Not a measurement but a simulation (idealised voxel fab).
This is a process module. Its name is voxel capacitor over wiring.
The cross-section on display is named cut; it measures 245 nm wide, and its cells are 5 nm squares.
Format of a cross-section: grid, square cells. Given as bands. Order: top down. Band: one or more rows of cells. It is stipulated that each band's entry specify, in nanometres, the height of the top of the band and then that of its bottom, followed by the materials of the band in left-to-right sequence, each together with its width in nanometres. A single material marked by the word "throughout" is understood to fill the band from edge to edge; the word "air" is understood to denote empty space. Where do heights start? At 0: under that level the wafer as delivered is made of one material only. And the lowest band has no floor; it just carries on downward, as in "z 0 and below". Width: "30 to 40" (first number = top row, second number = bottom row, same change from row to row of cells). Basically "remained unchanged" means that step didn't change any cell in the cross-section. Empty spaces without an open route to the top, at least 8 cells in extent, make up the entry "Closed void entries"; each is given as width x height at distance, where the distance is measured from the left edge, and all are in nm. Post-settings text on a step line: simulator's own remark regarding the step. Among the settings permitted on a step's line is "overlay nm"; applied to a step with a mask, it specifies the extent to which the mask lay to the right of its planned position, whereas a negative figure signifies a position to the left.

Set out below are the planned steps of the process:
| 1 | op RECEIVE | material Si |
| 2 | op CONFORMAL_DEP | material SiO2 | thk nm 10 |
| 3 | op CONFORMAL_DEP | material SiN | thk nm 5 |
| 4 | op DIRECTIONAL_DEP | material SiO2 | thk nm 15 |
| 5 | op PATTERN | tone open | mask id METAL_1 | material resist | width nm 30 | pitch nm 95 | thk nm 20 | overlay nm 0 |
| 6 | op DIRECTIONAL_ETCH | etch materials SiO2 | depth nm 15 |
| 7 | op DIRECTIONAL_ETCH | etch materials SiN | depth nm 5 |
| 8 | op STRIP | etch materials resist |
| 9 | op CONFORMAL_DEP | material TiN | thk nm 5 |
| 10 | op FILL_DEP | material W | thk nm 5 |
| 11 | op CMP | height nm 30 |
| 12 | op EPI | material Ru | thk nm 5 |
| 13 | op FILL_DEP | material SiCN | thk nm 5 |
| 14 | op DIRECTIONAL_DEP | material lowk | thk nm 20 |
| 15 | op DIRECTIONAL_DEP | material aC | thk nm 10 |
| 16 | op PATTERN | tone open | mask id PLUG_1 | material resist | width nm 15 | thk nm 30 | overlay nm 0 |
| 17 | op DIRECTIONAL_ETCH | etch materials aC | depth nm 10 |
| 18 | op STRIP | etch materials resist |
| 19 | op DIRECTIONAL_ETCH | etch materials lowk | depth nm 20 |
| 20 | op DIRECTIONAL_ETCH | etch materials SiCN | depth nm 5 |
| 21 | op STRIP | etch materials aC |
| 22 | op EPI | material Ru | thk nm 10 |
| 23 | op EPI | material Ru | thk nm 10 |
| 24 | op EPI | material Ru | thk nm 5 |
| 25 | op DIRECTIONAL_DEP | material TiN | thk nm 5 |
| 26 | op DIRECTIONAL_DEP | material Al2O3 | thk nm 5 |
| 27 | op DIRECTIONAL_DEP | material TiN | thk nm 5 |
| 28 | op PATTERN | tone cover | mask id UPPER_PLATE | material resist | width nm 70 | thk nm 20 | overlay nm 0 |
| 29 | op DIRECTIONAL_ETCH | etch materials TiN | depth nm 5 |
| 30 | op DIRECTIONAL_ETCH | etch materials Al2O3 | depth nm 5 |
| 31 | op STRIP | etch materials resist |
| 32 | op DIRECTIONAL_DEP | material aC | thk nm 10 |
| 33 | op PATTERN | tone cover | mask id LOWER_PLATE | material resist | width nm 80 | thk nm 30 | overlay nm 0 |
| 34 | op DIRECTIONAL_ETCH | etch materials aC | depth nm 10 |
| 35 | op STRIP | etch materials resist |
| 36 | op DIRECTIONAL_ETCH | etch materials TiN | depth nm 5 |
| 37 | op STRIP | etch materials aC |
| 38 | op FILL_DEP | material SiO2 | thk nm 15 |
| 39 | op CMP | height nm 85 |
| 40 | op PATTERN | tone open | mask id PLUG_2 | material resist | width nm 15 | thk nm 15 | overlay nm 0 |
| 41 | op DIRECTIONAL_ETCH | etch materials SiO2 | depth nm 10 |
| 42 | op STRIP | etch materials resist |
| 43 | op CONFORMAL_DEP | material TiN | thk nm 5 |
| 44 | op FILL_DEP | material Cu | thk nm 5 |
| 45 | op CMP | height nm 85 |
| 46 | op CONFORMAL_DEP | material SiCN | thk nm 5 |

Cross-section, incoming material, after step 1:
z 0 and below = Si throughout
Closed void entries: none

Starting structure and process plan are as shown above, but one mistake was made in running the module; the wafer cross-section at the end of the module follows:
z 90 to 85 = SiCN throughout
z 85 to 80 = 85 SiO2, then 5 TiN, then 5 Cu, then 5 TiN, then 145 SiO2
z 80 to 75 = 85 SiO2, then 15 TiN, then 145 SiO2
z 75 to 70 = SiO2 throughout
z 70 to 60 = 75 to 70 SiO2, then 70 to 80 TiN, then 100 to 95 SiO2
z 60 to 40 = 75 lowk, then 15 Ru, then 155 lowk
z 40 to 35 = 75 SiCN, then 15 Ru, then 155 SiCN
z 35 to 30 = 55 SiCN, then 40 Ru, then 55 SiCN, then 40 Ru, then 55 SiCN
z 30 to 15 = 60 SiO2, then 5 TiN, then 20 W, then 5 TiN, then 65 SiO2, then 5 TiN, then 20 W, then 5 TiN, then 60 SiO2
z 15 to 10 = 60 SiN, then 30 TiN, then 65 SiN, then 30 TiN, then 60 SiN
z 10 to 0 = SiO2 throughout
z 0 and below = Si throughout
Closed void entries: none
What was done differently from what was planned? step 26 of the plan was excluded from execution and never run
